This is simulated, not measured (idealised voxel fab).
The name of this process module is voxel double patterning.
This is section cut - it's 240 nm across, gridded in 5 nm square cells.
Cross-section layout: square cells on a grid; listed as bands, top to bottom; a band spans one or more cell rows.
Band: top and bottom heights (nm) first, top before bottom; then materials from left to right, widths in nm. "everywhere" marks a sole material filling the band edge to edge. "empty" denotes empty space.
Heights from 0 (as-received wafer is one material below). Bottom band endless downward, as "0 and below".
So if you see something like "30 to 40" for the width, read it as the top row of the band sitting at the first number and the bottom row at the second, with every row in between moving by the same amount as the last.
"left unchanged", as given for a step, is the statement that not any cell of the cross-section underwent a change during that step.
You'll see "Sealed internal cavities" listing empty spaces that have no way open to the top, as long as they're 8 cells or more; the notation is width x height at distance, where the distance is from the left edge, and all of it is in nm.
The remark found on a step's line after its settings is issued by the simulator itself and pertains to that step.
The setting "overlay nm" may be written on the line of a step. When the step uses a mask, the value reports how far to the right of the planned place the mask lay, and a negative value reports that it lay to the left.
-- Process steps (planned)
1 RECEIVE (material Si)
2 CONFORMAL_DEP (material SiO2; thk nm 10)
3 DIRECTIONAL_DEP (material W; thk nm 15)
4 DIRECTIONAL_DEP (material SiCN; thk nm 5)
5 PATTERN (tone open; mask id FIRST; material resist; width nm 15; pitch nm 50; thk nm 15; overlay nm 0)
6 DIRECTIONAL_ETCH (etch materials SiCN; depth nm 5)
7 STRIP (etch materials resist)
8 DIRECTIONAL_DEP (material aC; thk nm 10)
9 PATTERN (tone open; mask id SECOND; material resist; width nm 15; thk nm 30; overlay nm 0)
10 DIRECTIONAL_ETCH (etch materials aC; depth nm 10)
11 STRIP (etch materials resist)
12 DIRECTIONAL_ETCH (etch materials SiCN; depth nm 5)
13 STRIP (etch materials aC)
14 DIRECTIONAL_ETCH (etch materials W; depth nm 15)
15 STRIP (etch materials SiCN)
-- Delivered wafer in cross-section: state after step 1
> 0 and below  Si everywhere
> Sealed internal cavities: none
-- End state of the module in cross-section, given the above starting point and plan and one mistake in execution
> 25 down to 10  W (85) / empty (20) / W (5) / empty (15) / W (10) / empty (20) / W (85)
> 10 down to 0  SiO2 everywhere
> 0 and below  Si everywhere
> Sealed internal cavities: none
The plan and the run diverged here: step 5 was not run as planned; what actually ran was PATTERN (tone open; mask id FIRST; material resist; width nm 20; pitch nm 50; thk nm 15; overlay nm 0)
